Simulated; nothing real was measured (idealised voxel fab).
process module | voxel wiring stack
cross-section cut | 260 nm wide | cells 5 nm
A cross-section is a grid of square cells, given in bands from the top down. A band is one or more rows of cells.
Each band's line starts with the height of the band's top and of its bottom, in nm. Then come its materials from left to right, each with its width in nm. One material with "throughout" fills the band from edge to edge. "air" is empty space.
Height 0 is the level under which the wafer as received is all one material. The lowest band goes on downwards, as in "0 down".
A width such as "30 to 40" changes by the same amount from each row of cells to the next, from the band's top row to its bottom row.
"no change" after a step means that no cell of the cross-section changed.
closed voids: empty space of 8 cells or more with no open way to the top, each as width x height at its distance from the left edge, in nm
after a step's settings: what the simulator itself notes on the step
overlay nm, on a step with a mask: how far to the right of its planned place the mask lay; to the left if negative
plan
1 op RECEIVE | material Si
2 op CONFORMAL_DEP | material SiO2 | thk nm 15
3 op CONFORMAL_DEP | material SiCN | thk nm 5
4 op DIRECTIONAL_DEP | material lowk | thk nm 20
5 op MASKED_ETCH | tone open | mask id METAL_1 | width nm 25 | pitch nm 50 | etch materials lowk | depth nm 20 | overlay nm 0
6 op MASKED_ETCH | tone open | mask id METAL_1 | width nm 25 | pitch nm 50 | etch materials SiCN | depth nm 5 | overlay nm 0
7 op CONFORMAL_DEP | material TiN | thk nm 5
8 op FILL_DEP | material Cu | thk nm 10
9 op CMP | height nm 40
10 op CONFORMAL_DEP | material SiCN | thk nm 5
11 op DIRECTIONAL_DEP | material lowk | thk nm 15
12 op MASKED_ETCH | tone open | mask id PLUG_1 | width nm 15 | pitch nm 100 | etch materials lowk | depth nm 15 | overlay nm 0
13 op MASKED_ETCH | tone open | mask id PLUG_1 | width nm 15 | pitch nm 100 | etch materials SiCN | depth nm 5 | overlay nm 0
14 op EPI | material Ru | thk nm 10
15 op EPI | material Ru | thk nm 10
16 op CONFORMAL_DEP | material SiCN | thk nm 5
17 op DIRECTIONAL_DEP | material SiO2 | thk nm 25
18 op DIRECTIONAL_DEP | material aC | thk nm 15
19 op PATTERN | tone open | mask id METAL_2 | material resist | width nm 25 | pitch nm 50 | thk nm 30 | overlay nm 0
20 op DIRECTIONAL_ETCH | etch materials aC | depth nm 15
21 op STRIP | etch materials resist
22 op DIRECTIONAL_ETCH | etch materials SiO2 | depth nm 25
23 op DIRECTIONAL_ETCH | etch materials SiCN | depth nm 5
24 op STRIP | etch materials aC
25 op CONFORMAL_DEP | material TiN | thk nm 5
26 op FILL_DEP | material Cu | thk nm 5
27 op CMP | height nm 90
28 op CONFORMAL_DEP | material SiCN | thk nm 5
29 op DIRECTIONAL_DEP | material SiO2 | thk nm 15
30 op DIRECTIONAL_DEP | material aC | thk nm 15
31 op PATTERN | tone open | mask id PLUG_2 | material resist | width nm 15 | pitch nm 50 | thk nm 30 | overlay nm 0
32 op DIRECTIONAL_ETCH | etch materials aC | depth nm 15
33 op STRIP | etch materials resist
34 op DIRECTIONAL_ETCH | etch materials SiO2 | depth nm 15
35 op DIRECTIONAL_ETCH | etch materials SiCN | depth nm 5
36 op STRIP | etch materials aC
37 op CONFORMAL_DEP | material TiN | thk nm 5
38 op FILL_DEP | material Cu | thk nm 10
39 op CMP | height nm 110
40 op DIRECTIONAL_DEP | material TiN | thk nm 5
41 op DIRECTIONAL_DEP | material Ru | thk nm 20
42 op PATTERN | tone cover | mask id METAL_3 | material resist | width nm 25 | pitch nm 50 | thk nm 15 | overlay nm 0
43 op DIRECTIONAL_ETCH | etch materials Ru | depth nm 20
44 op DIRECTIONAL_ETCH | etch materials TiN | depth nm 5
45 op STRIP | etch materials resist
46 op FILL_DEP | material lowk | thk nm 5
47 op CMP | height nm 135
48 op CONFORMAL_DEP | material SiCN | thk nm 5
49 op DIRECTIONAL_DEP | material lowk | thk nm 20
50 op MASKED_ETCH | tone open | mask id PLUG_3 | width nm 15 | pitch nm 50 | etch materials lowk | depth nm 20 | overlay nm 0
51 op MASKED_ETCH | tone open | mask id PLUG_3 | width nm 15 | pitch nm 50 | etch materials SiCN | depth nm 5 | overlay nm 0
52 op EPI | material Ru | thk nm 10
53 op EPI | material Ru | thk nm 10
54 op EPI | material Ru | thk nm 5
55 op CONFORMAL_DEP | material SiCN | thk nm 5
56 op DIRECTIONAL_DEP | material lowk | thk nm 15
57 op PATTERN | tone open | mask id METAL_4 | material resist | width nm 25 | pitch nm 50 | thk nm 15 | overlay nm 0
58 op DIRECTIONAL_ETCH | etch materials lowk | depth nm 15
59 op DIRECTIONAL_ETCH | etch materials SiCN | depth nm 5
60 op STRIP | etch materials resist
61 op CONFORMAL_DEP | material TiN | thk nm 5
62 op FILL_DEP | material Ru | thk nm 5
63 op CMP | height nm 180
64 op CONFORMAL_DEP | material SiCN | thk nm 5
as received, after step 1
  0 down: Si throughout
  closed voids: none
a wafer at the end: this start, this plan, one mistake
  185 to 180: SiCN throughout
  180 to 165: lowk 40 | TiN 5 | Ru 15 | TiN 5 | lowk 25 | TiN 5 | Ru 15 | TiN 5 | lowk 25 | TiN 5 | Ru 15 | TiN 5 | lowk 25 | TiN 5 | Ru 15 | TiN 5 | lowk 45
  165 to 160: SiCN 40 | TiN 25 | SiCN 25 | TiN 25 | SiCN 25 | TiN 25 | SiCN 25 | TiN 25 | SiCN 45
  160 to 140: lowk 40 | Ru 15 | lowk 35 | Ru 15 | lowk 35 | Ru 15 | lowk 35 | Ru 15 | lowk 55
  140 to 135: SiCN 40 | Ru 15 | SiCN 35 | Ru 15 | SiCN 35 | Ru 15 | SiCN 35 | Ru 15 | SiCN 55
  135 to 115: lowk 40 | Ru 25 | lowk 25 | Ru 25 | lowk 25 | Ru 25 | lowk 25 | Ru 25 | lowk 45
  115 to 110: lowk 40 | TiN 25 | lowk 25 | TiN 25 | lowk 25 | TiN 25 | lowk 25 | TiN 25 | lowk 45
  110 to 95: SiO2 35 | TiN 5 | Cu 15 | TiN 5 | SiO2 25 | TiN 5 | Cu 15 | TiN 5 | SiO2 25 | TiN 5 | Cu 15 | TiN 5 | SiO2 25 | TiN 5 | Cu 15 | TiN 5 | SiO2 50
  95 to 90: SiCN 35 | TiN 25 | SiCN 25 | TiN 25 | SiCN 25 | TiN 25 | SiCN 25 | TiN 25 | SiCN 50
  90 to 65: SiO2 40 | TiN 5 | Cu 15 | TiN 5 | SiO2 25 | TiN 5 | Cu 15 | TiN 5 | SiO2 25 | TiN 5 | Cu 15 | TiN 5 | SiO2 25 | TiN 5 | Cu 15 | TiN 5 | SiO2 45
  65 to 60: SiCN 40 | TiN 25 | SiCN 25 | TiN 25 | SiCN 25 | TiN 25 | SiCN 25 | TiN 25 | SiCN 45
  60 to 45: lowk 40 | Ru 15 | lowk 85 | Ru 15 | lowk 105
  45 to 40: SiCN 40 | Ru 15 | SiCN 85 | Ru 15 | SiCN 105
  40 to 20: lowk 40 | TiN 5 | Cu 15 | TiN 5 | lowk 25 | TiN 5 | Cu 15 | TiN 5 | lowk 25 | TiN 5 | Cu 15 | TiN 5 | lowk 25 | TiN 5 | Cu 15 | TiN 5 | lowk 45
  20 to 15: SiCN 40 | TiN 25 | SiCN 25 | TiN 25 | SiCN 25 | TiN 25 | SiCN 25 | TiN 25 | SiCN 45
  15 to 0: SiO2 throughout
  0 down: Si throughout
  closed voids: none
what went wrong: step 31 ran as: op PATTERN | tone open | mask id PLUG_2 | material resist | width nm 25 | pitch nm 50 | thk nm 30 | overlay nm 0
